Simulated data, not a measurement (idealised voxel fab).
Process module in this document: voxel self aligned contacts
This is section cut - it's 300 nm across, gridded in 5 nm square cells.
Square cells in a grid make up a cross-section in this document, and the grid is given as bands, listed from the top down, each one or more rows of cells.
In this notation a band is specified by the heights of its top and bottom, in that order and in nm, after which its materials appear from left to right, each paired with its width in nm. The word "everywhere" attached to a single material means that material fills the band from edge to edge; the word "blank" stands for empty space.
The level at which height equals 0 is the one under which the wafer, as it arrives, is entirely one material. No lower edge exists for the bottom band, which continues downward and is notated as in "z 0 and below".
Note: "30 to 40" means the width goes from the first number (top row of the band) to the second number (bottom row) in equal steps per row of cells.
Take "nothing changed" at face value: in the step it is given for, the cross-section changed in none of its cells.
"Fully closed voids" - sealed voids, min. 8 cells, no opening to top; format: width x height at distance (distance from left edge; nm throughout).
Step line, after settings: the simulator's comment on this step.
overlay nm: mask offset rightward from planned place, masked step; negative means leftward offset.
**Steps planned for the process**
1) RECEIVE: material Si
2) OXIDIZE: depth nm 5
3) DIRECTIONAL_DEP: material polySi, thk nm 30
4) DIRECTIONAL_DEP: material SiN, thk nm 15
5) DIRECTIONAL_DEP: material aC, thk nm 15
6) PATTERN: tone cover, mask id GATE, material resist, width nm 30, pitch nm 55, thk nm 30, overlay nm 0
7) DIRECTIONAL_ETCH: etch materials aC, depth nm 15
8) STRIP: etch materials resist
9) DIRECTIONAL_ETCH: etch materials SiN, depth nm 15
10) DIRECTIONAL_ETCH: etch materials polySi, depth nm 30
11) STRIP: etch materials aC
12) CONFORMAL_DEP: material SiN, thk nm 5
13) DIRECTIONAL_ETCH: etch materials SiN, depth nm 5
14) FILL_DEP: material SiO2, thk nm 15
15) CMP: height nm 50
16) MASKED_ETCH: tone open, mask id CONTACT, width nm 35, etch materials SiO2, depth nm 55, overlay nm 0
17) CONFORMAL_DEP: material TiN, thk nm 5
18) FILL_DEP: material Ru, thk nm 5
19) CMP: height nm 50
20) CONFORMAL_DEP: material SiCN, thk nm 5
**Shown in cross-section is the wafer as received, that is, as it stands after step 1**
  z 0 and below = Si everywhere
  Fully closed voids: none
**Module complete, cross-section. Starting point and plan per above. One mistake made in running the module**
  z 55 to 50 = SiCN everywhere
  z 50 to 45 = SiO2 (135), then TiN (10), then Ru (5), then TiN (10), then SiO2 (140)
  z 45 to 30 = SiO2 (100), then SiN (40), then TiN (5), then Ru (5), then TiN (5), then SiN (40), then SiO2 (105)
  z 30 to 0 = SiO2 (100), then SiN (5), then polySi (30), then SiN (5), then TiN (5), then Ru (5), then TiN (5), then SiN (5), then polySi (30), then SiN (5), then SiO2 (105)
  z 0 to -5 = SiO2 (140), then TiN (15), then SiO2 (145)
  z -5 and below = Si everywhere
  Fully closed voids: none
In executing the process, a mistake was made relative to the plan: in deviation from the planned setting, step 16 was conducted as MASKED_ETCH: tone open, mask id CONTACT, width nm 25, etch materials SiO2, depth nm 55, overlay nm 0
